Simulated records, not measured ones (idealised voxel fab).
Process module heading - voxel double patterning
FYI the section here is cut, 185 nm wide, cells are 5 nm squares.
A cross-section in this document is a grid of square cells, and it is written down as bands, the top band listed before the ones below it; a band is made up of one or more rows of cells. What a band's entry tells you: where the top is and where the bottom is, as heights in nm, and after that what lies inside, material by material from left to right, each with its width in nm. Empty space is written as the word "empty", and a single material marked with the word "throughout" occupies the band from edge to edge. Basically, 0 is our baseline, since under it the wafer straight out of the box is all one material. The bottom band has no lower end and keeps on going down, so it looks like "0 down". The width entry "30..40" should be interpreted row by row: the top row of cells in the band takes the first number, the bottom row takes the second number, and the change between adjacent rows is uniform throughout. Reading "no alterations made" for a step: not a cell of the cross-section changed in it. Fully sealed voids: empty space of 8 cells or more with no open way to the top, each as width x height at its distance from the left edge, in nm. Note: text after step settings on the step line = simulator remark on that step. The setting "overlay nm" may be written on the line of a step. When the step uses a mask, the value reports how far to the right of the planned place the mask lay, and a negative value reports that it lay to the left.

The process steps that were planned are listed below
- 1: RECEIVE,material Si
- 2: CONFORMAL_DEP,material SiO2,thk nm 5
- 3: DIRECTIONAL_DEP,material TiN,thk nm 15
- 4: DIRECTIONAL_DEP,material SiN,thk nm 10
- 5: DIRECTIONAL_DEP,material aC,thk nm 15
- 6: PATTERN,tone open,mask id FIRST,material resist,width nm 15,pitch nm 50,thk nm 30,overlay nm 0
- 7: DIRECTIONAL_ETCH,etch materials aC,depth nm 15
- 8: STRIP,etch materials resist
- 9: DIRECTIONAL_ETCH,etch materials SiN,depth nm 10
- 10: STRIP,etch materials aC
- 11: PATTERN,tone open,mask id SECOND,material resist,width nm 15,pitch nm 50,thk nm 20,overlay nm 0
- 12: DIRECTIONAL_ETCH,etch materials SiN,depth nm 10
- 13: STRIP,etch materials resist
- 14: DIRECTIONAL_ETCH,etch materials TiN,depth nm 15
- 15: STRIP,etch materials SiN

As-received wafer cross-section (after step 1)
* 0 down | Si throughout
* Fully sealed voids: none

Cross-sectional image of the first of two wafers at the end of the module, the run having proceeded as planned
* 20 to 5 | TiN (35), empty (15), TiN (10), empty (15), TiN (10), empty (15), TiN (10), empty (15), TiN (10), empty (15), TiN (35)
* 5 to 0 | SiO2 throughout
* 0 down | Si throughout
* Fully sealed voids: none

The second wafer, shown in cross-section after the module: started the same way as the first and given the same plan, yet one mistake crept into how it was run
* 30 to 15 | TiN (35), empty (15), TiN (10), empty (15), TiN (10), empty (15), TiN (10), empty (15), TiN (10), empty (15), TiN (35)
* 15 to 5 | TiN throughout
* 5 to 0 | SiO2 throughout
* 0 down | Si throughout
* Fully sealed voids: none
The mistake made against the process plan was this: step 3 ran with different settings than intended, the actual operation and settings being DIRECTIONAL_DEP,material TiN,thk nm 25
Wrapping up, a cell-based count of both wafers puts the second over or under the first for these materials: TiN: 74 more
